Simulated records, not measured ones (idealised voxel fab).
Herein follows the process module entitled voxel ribs on slabs.
Xsec cut, 290 nm wide, square cell size 5 nm.
Cross-sections here: square-cell grids, written as top-down lists of bands, a band being one or more rows of cells.
Look at the band entry: it leads with the top's height and the bottom's height in nm. Then it lists the materials left to right, with a width in nm for each. The word "all across" on a single material says that material fills the band edge to edge. The word "air" is empty space.
Heads up on the height convention: 0 is the point under which the incoming wafer is all one material, and the lowest band has no bottom, it just keeps going down, like "0 nm and below".
Quick explanation for "30->40": the width changes in equal steps down the rows of cells, from the first number in the band's top row to the second number in its bottom row.
Basically "no alteration" means that step didn't change any cell in the cross-section.
Each empty space that has no open way to the top and spans at least 8 cells appears under "Completely enclosed voids" as width x height at distance, the distance counted from the left edge, all in nm.
after a step's settings: what the simulator itself notes on the step
overlay nm: right-of-plan distance of the mask on a masked step; negative values mean left-of-plan.
Intended process steps:
1) RECEIVE, material Si
2) DIRECTIONAL_DEP, material SiO2, thk nm 25
3) DIRECTIONAL_DEP, material SiN, thk nm 15
4) PATTERN, tone cover, mask id RIB, material resist, width nm 30, thk nm 15, overlay nm 0
5) DIRECTIONAL_ETCH, etch materials SiN, depth nm 10
6) STRIP, etch materials resist
7) DIRECTIONAL_DEP, material aC, thk nm 15
8) PATTERN, tone cover, mask id SLAB, material resist, width nm 60, thk nm 30, overlay nm 0
9) DIRECTIONAL_ETCH, etch materials aC, depth nm 15
10) STRIP, etch materials resist
11) DIRECTIONAL_ETCH, etch materials SiN, depth nm 10
12) STRIP, etch materials aC
13) FILL_DEP, material SiO2, thk nm 25
14) CMP, height nm 65
15) DIRECTIONAL_DEP, material TiN, thk nm 5
16) PATTERN, tone cover, mask id HEATER, material resist, width nm 40, thk nm 15, overlay nm 0
17) DIRECTIONAL_ETCH, etch materials TiN, depth nm 5
18) STRIP, etch materials resist
19) CONFORMAL_DEP, material SiO2, thk nm 5
Quick note for whoever runs this: the wafers start identical, but the thk nm at step 3 isn't the same across them. The plan just shows what the first wafer had.
Here's the first of the wafers in cross-section, just as we got it, i.e. after step 1:
* 0 nm and below  Si all across
* Completely enclosed voids: none
The cross-section of the first of several wafers is given below for the end of the module, after its final step, step 19:
* 75 nm to 70 nm  120 air, 50 SiO2, 120 air
* 70 nm to 65 nm  125 SiO2, 40 TiN, 125 SiO2
* 65 nm to 40 nm  SiO2 all across
* 40 nm to 30 nm  130 SiO2, 30 SiN, 130 SiO2
* 30 nm to 25 nm  115 SiO2, 60 SiN, 115 SiO2
* 25 nm to 0 nm  SiO2 all across
* 0 nm and below  Si all across
* Completely enclosed voids: none
Cross-section, last wafer, module completion:
* 75 nm to 70 nm  120 air, 50 SiO2, 120 air
* 70 nm to 65 nm  125 SiO2, 40 TiN, 125 SiO2
* 65 nm to 60 nm  SiO2 all across
* 60 nm to 50 nm  130 SiO2, 30 SiN, 130 SiO2
* 50 nm to 40 nm  115 SiO2, 60 SiN, 115 SiO2
* 40 nm to 25 nm  SiN all across
* 25 nm to 0 nm  SiO2 all across
* 0 nm and below  Si all across
* Completely enclosed voids: none
each wafer at the end: cells of each material gained (+) or lost (-) since it was received, then its closed voids:
thk nm 15; +24 SiN; +790 SiO2; +8 TiN; Completely enclosed voids: none
thk nm 20; +36 SiN; +778 SiO2; +8 TiN; Completely enclosed voids: none
thk nm 25; +94 SiN; +720 SiO2; +8 TiN; Completely enclosed voids: none
thk nm 30; +152 SiN; +662 SiO2; +8 TiN; Completely enclosed voids: none
thk nm 35; +210 SiN; +604 SiO2; +8 TiN; Completely enclosed voids: none
